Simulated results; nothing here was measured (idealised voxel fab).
Presented below is a process module, voxel capacitor over wiring.
Square cell edge 5 nm, section width 165 nm, ID cut.
Cross-section layout: square cells on a grid; listed as bands, top to bottom; a band spans one or more cell rows. Per band: top height and bottom height in nm, followed by the left-to-right materials and their widths in nm; "everywhere" marks a single material spanning edge to edge, "air" marks empty space. Heights are measured from 0, the level below which the as-received wafer is all one material; the lowest band has no bottom and continues downward, written as in "top 0, no bottom". With a width like "30->40", each row of cells in the band differs from the next by the same amount, the top row carrying the first number and the bottom row the second. What does "remained unchanged" mean for a step? It means no cell of the cross-section changed in that step. Heads up: "Cavities, closed" only lists the empty pockets with no open path to the top that are 8 cells or more, and it writes them as width x height at distance, distance from the left edge, in nm. Heads up: the bit after the settings on a step's line is the simulator's remark on that step. overlay nm: step with mask; distance mask lay right of planned place; negative value = left of planned place.

**The planned process steps are enumerated hereunder**
1. RECEIVE, material Si
2. CONFORMAL_DEP, material SiO2, thk nm 10
3. DIRECTIONAL_DEP, material TiN, thk nm 5
4. DIRECTIONAL_DEP, material W, thk nm 15
5. MASKED_ETCH, tone cover, mask id METAL_1, width nm 25, pitch nm 75, etch materials W, depth nm 15, overlay nm 0
6. MASKED_ETCH, tone cover, mask id METAL_1, width nm 25, pitch nm 75, etch materials TiN, depth nm 5, overlay nm 0
7. FILL_DEP, material lowk, thk nm 5
8. CMP, height nm 30
9. CONFORMAL_DEP, material SiCN, thk nm 5
10. DIRECTIONAL_DEP, material lowk, thk nm 20
11. PATTERN, tone open, mask id PLUG_1, material resist, width nm 15, thk nm 15, overlay nm 0
12. DIRECTIONAL_ETCH, etch materials lowk, depth nm 20
13. DIRECTIONAL_ETCH, etch materials SiCN, depth nm 5
14. STRIP, etch materials resist
15. EPI, material Ru, thk nm 10
16. EPI, material Ru, thk nm 10
17. EPI, material Ru, thk nm 5
18. DIRECTIONAL_DEP, material TiN, thk nm 5
19. DIRECTIONAL_DEP, material HfO2, thk nm 5
20. DIRECTIONAL_DEP, material TiN, thk nm 5
21. PATTERN, tone cover, mask id UPPER_PLATE, material resist, width nm 55, thk nm 15, overlay nm 0
22. DIRECTIONAL_ETCH, etch materials TiN, depth nm 5
23. DIRECTIONAL_ETCH, etch materials HfO2, depth nm 5
24. STRIP, etch materials resist
25. PATTERN, tone cover, mask id LOWER_PLATE, material resist, width nm 65, thk nm 15, overlay nm 0
26. DIRECTIONAL_ETCH, etch materials TiN, depth nm 5
27. STRIP, etch materials resist
28. FILL_DEP, material SiO2, thk nm 15
29. CMP, height nm 80
30. PATTERN, tone open, mask id PLUG_2, material resist, width nm 15, thk nm 15, overlay nm 0
31. DIRECTIONAL_ETCH, etch materials SiO2, depth nm 10
32. STRIP, etch materials resist
33. CONFORMAL_DEP, material TiN, thk nm 5
34. FILL_DEP, material Ru, thk nm 5
35. CMP, height nm 80
36. CONFORMAL_DEP, material SiCN, thk nm 5

**as received, after step 1**
> top 0, no bottom: Si everywhere
> Cavities, closed: none

**First of two wafers at the end of the module, shown in cross-section; run carried out as planned**
> top 85, bottom 80: SiCN everywhere
> top 80, bottom 75: SiO2=50; TiN=5; Ru=5; TiN=5; SiO2=100
> top 75, bottom 65: SiO2=50->40; TiN=15->55; SiO2=100->70
> top 65, bottom 60: SiO2=40; HfO2=55; SiO2=70
> top 60, bottom 55: SiO2=35; TiN=65; SiO2=65
> top 55, bottom 35: lowk=40; Ru=15; lowk=110
> top 35, bottom 30: SiCN=40; Ru=15; SiCN=110
> top 30, bottom 15: lowk=30; W=25; lowk=50; W=25; lowk=35
> top 15, bottom 10: lowk=30; TiN=25; lowk=50; TiN=25; lowk=35
> top 10, bottom 0: SiO2 everywhere
> top 0, no bottom: Si everywhere
> Cavities, closed: none

**Same start, same plan as the first wafer - but one mistake in the run. Cross-section of the second of the two at the end of the module**
> top 85, bottom 80: SiCN everywhere
> top 80, bottom 75: SiO2=50; TiN=5; Ru=5; TiN=5; SiO2=100
> top 75, bottom 65: SiO2=50->55; TiN=15->40; SiO2=100->70
> top 65, bottom 60: SiO2=40; TiN=15; HfO2=40; SiO2=70
> top 60, bottom 55: SiO2=35; TiN=5; HfO2=15; TiN=45; SiO2=65
> top 55, bottom 50: SiCN=40; TiN=15; SiCN=110
> top 50, bottom 30: lowk everywhere
> top 30, bottom 15: lowk=30; W=25; lowk=50; W=25; lowk=35
> top 15, bottom 10: lowk=30; TiN=25; lowk=50; TiN=25; lowk=35
> top 10, bottom 0: SiO2 everywhere
> top 0, no bottom: Si everywhere
> Cavities, closed: none
Deviation from plan: steps 9 and 10: order swapped relative to plan
Counted in cells at the end, the second wafer holds more or fewer of these materials than the first: -15 Ru; +3 SiO2; +12 lowk
